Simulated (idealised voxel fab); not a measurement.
Documented hereafter: the process module known as voxel self aligned contacts.
In the cross-section labelled cut, the width is 200 nm and each square cell is 5 nm.
In what follows, cross-sections appear as grids of square cells, described through bands that run from the top down, where every band is one or more rows of cells. Heads up on the band format: heights come first, top then bottom, in nm. After that it's the materials left to right, each with its width in nm. A single material flagged "all across" fills the whole band edge to edge, and "blank" means there's empty space there. Counting heights begins at 0, where everything beneath is, in the wafer as received, one material. The lowest band has no bottom; it goes on downwards, as "0 -> down" shows. With a width like "30->40", each row of cells in the band differs from the next by the same amount, the top row carrying the first number and the bottom row the second. "no alterations made", as given for a step, is the statement that not any cell of the cross-section underwent a change during that step. "Sealed internal voids" lists enclosed empty spaces (at least 8 cells, no open path upward to the top), each as width x height at distance from the left edge, in nm. Where a step's line continues beyond its settings, the continuation is a remark by the simulator itself on that step. The "overlay nm" setting may appear on a step's line; for a step that uses a mask, it gives how far to the right of its planned position the mask lay, and a negative value indicates the left.

# Process steps - plan
- 1: RECEIVE [material Si]
- 2: CONFORMAL_DEP [material SiO2] [thk nm 5]
- 3: DIRECTIONAL_DEP [material polySi] [thk nm 20]
- 4: DIRECTIONAL_DEP [material SiN] [thk nm 20]
- 5: PATTERN [tone cover] [mask id GATE] [material resist] [width nm 35] [pitch nm 70] [thk nm 20] [overlay nm 0]
- 6: DIRECTIONAL_ETCH [etch materials SiN] [depth nm 20]
- 7: DIRECTIONAL_ETCH [etch materials polySi] [depth nm 20]
- 8: STRIP [etch materials resist]
- 9: CONFORMAL_DEP [material SiN] [thk nm 5]
- 10: DIRECTIONAL_ETCH [etch materials SiN] [depth nm 5]
- 11: FILL_DEP [material SiO2] [thk nm 20]
- 12: CMP [height nm 55]
- 13: MASKED_ETCH [tone open] [mask id CONTACT] [width nm 55] [etch materials SiO2] [depth nm 55] [overlay nm 0]
- 14: CONFORMAL_DEP [material TiN] [thk nm 5]
- 15: FILL_DEP [material Ru] [thk nm 5]
- 16: CMP [height nm 55]
- 17: CONFORMAL_DEP [material SiN] [thk nm 5]

# Shown in cross-section is the wafer as received, that is, as it stands after step 1
* 0 -> down  Si all across
* Sealed internal voids: none

# a wafer at the end: this start, this plan, one mistake
* 60 -> 55  SiN all across
* 55 -> 45  SiO2=70; TiN=5->20; Ru=45->15; TiN=5->20; SiO2=75
* 45 -> 25  SiO2=40; SiN=45; TiN=5; Ru=15; TiN=5; SiN=45; SiO2=45
* 25 -> 10  SiO2=40; SiN=5; polySi=35; SiN=5; TiN=5; Ru=15; TiN=5; SiN=5; polySi=35; SiN=5; SiO2=45
* 10 -> 5  SiO2=40; SiN=5; polySi=35; SiN=5; TiN=25; SiN=5; polySi=35; SiN=5; SiO2=45
* 5 -> 0  polySi all across
* 0 -> down  Si all across
* Sealed internal voids: none
Plan not followed: step 2 was processed under conditions differing from the plan, specifically as CONFORMAL_DEP [material polySi] [thk nm 5]
